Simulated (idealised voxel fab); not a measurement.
The process module that follows is named voxel ribs on slabs.
For reference, the cross-section in this document is cut, with width 190 nm and square cells of 5 nm.
For the purposes of this document, a cross-section shall be understood as a grid of square cells, specified as bands listed in top-to-bottom order, each band consisting of one or more rows of cells. Top, bottom (nm), then materials left to right with widths (nm); lone material tagged "full width" fills the whole band edge to edge; "air" = empty space. Counting heights begins at 0, where everything beneath is, in the wafer as received, one material. The lowest band has no bottom; it goes on downwards, as "0 down" shows. A width given as "30..40" starts at the first number in the band's top row and ends at the second number in its bottom row, shifting by an equal amount at every step from row to row. "no alteration", as given for a step, is the statement that not any cell of the cross-section underwent a change during that step. "Voids lacking openings" means: voids of 8 cells or more that are shut off from the top with no open way through. Written width x height at distance, distance from the left edge, in nm. Post-settings text on a step line: simulator's own remark regarding the step. "overlay nm" answers the question of how far to the right of plan the mask lay on a step that has a mask, and when it is negative the answer is to the left.

PROCESS STEPS FORESEEN IN THE PLAN
step 1: RECEIVE: material Si
step 2: DIRECTIONAL_DEP: material SiO2, thk nm 30
step 3: DIRECTIONAL_DEP: material SiN, thk nm 25
step 4: MASKED_ETCH: tone cover, mask id RIB, width nm 20, etch materials SiN, depth nm 20, overlay nm 0
step 5: PATTERN: tone cover, mask id SLAB, material resist, width nm 60, thk nm 20, overlay nm 0
step 6: DIRECTIONAL_ETCH: etch materials SiN, depth nm 5
step 7: STRIP: etch materials resist
step 8: FILL_DEP: material SiO2, thk nm 15
step 9: CMP: height nm 65
step 10: DIRECTIONAL_DEP: material TiN, thk nm 5
step 11: DIRECTIONAL_DEP: material aC, thk nm 10
step 12: PATTERN: tone cover, mask id HEATER, material resist, width nm 30, thk nm 25, overlay nm -15
step 13: DIRECTIONAL_ETCH: etch materials aC, depth nm 10
step 14: STRIP: etch materials resist
step 15: DIRECTIONAL_ETCH: etch materials TiN, depth nm 5
step 16: STRIP: etch materials aC
step 17: CONFORMAL_DEP: material SiO2, thk nm 5
Quick note for whoever runs this: the wafers start identical, but the overlay nm at step 12 isn't the same across them. The plan just shows what the first wafer had.

FIRST WAFER AS RECEIVED, AFTER STEP 1
- 0 down = Si full width
- Voids lacking openings: none

FIRST WAFER OF SEVERAL, CROSS-SECTION, MODULE END, AFTER STEP 17 (LAST)
- 75 to 70 = air (60) / SiO2 (40) / air (90)
- 70 to 65 = SiO2 (65) / TiN (30) / SiO2 (95)
- 65 to 55 = SiO2 full width
- 55 to 35 = SiO2 (85) / SiN (20) / SiO2 (85)
- 35 to 30 = SiO2 (65) / SiN (60) / SiO2 (65)
- 30 to 0 = SiO2 full width
- 0 down = Si full width
- Voids lacking openings: none

THE LAST WAFER AS SEEN IN CROSS-SECTION AT THE END OF THE MODULE
- 75 to 70 = air (90) / SiO2 (40) / air (60)
- 70 to 65 = SiO2 (95) / TiN (30) / SiO2 (65)
- 65 to 55 = SiO2 full width
- 55 to 35 = SiO2 (85) / SiN (20) / SiO2 (85)
- 35 to 30 = SiO2 (65) / SiN (60) / SiO2 (65)
- 30 to 0 = SiO2 full width
- 0 down = Si full width
- Voids lacking openings: none

FOR YOUR REFERENCE, THE TABLE IS ORGANIZED WITH A ROW PER WAFER; EACH ROW REFLECTS THE WAFER AT THE END OF THE MODULE, INDICATING FOR EACH MATERIAL THE CELLS GAINED (+) OR LOST (-) SINCE RECEIPT, AND THEREAFTER ITS CLOSED VOIDS
overlay nm -15, +28 SiN, +506 SiO2, +6 TiN, Voids lacking openings: none
overlay nm -10, +28 SiN, +506 SiO2, +6 TiN, Voids lacking openings: none
overlay nm -5, +28 SiN, +506 SiO2, +6 TiN, Voids lacking openings: none
overlay nm 0, +28 SiN, +506 SiO2, +6 TiN, Voids lacking openings: none
overlay nm 5, +28 SiN, +506 SiO2, +6 TiN, Voids lacking openings: none
overlay nm 10, +28 SiN, +506 SiO2, +6 TiN, Voids lacking openings: none
overlay nm 15, +28 SiN, +506 SiO2, +6 TiN, Voids lacking openings: none
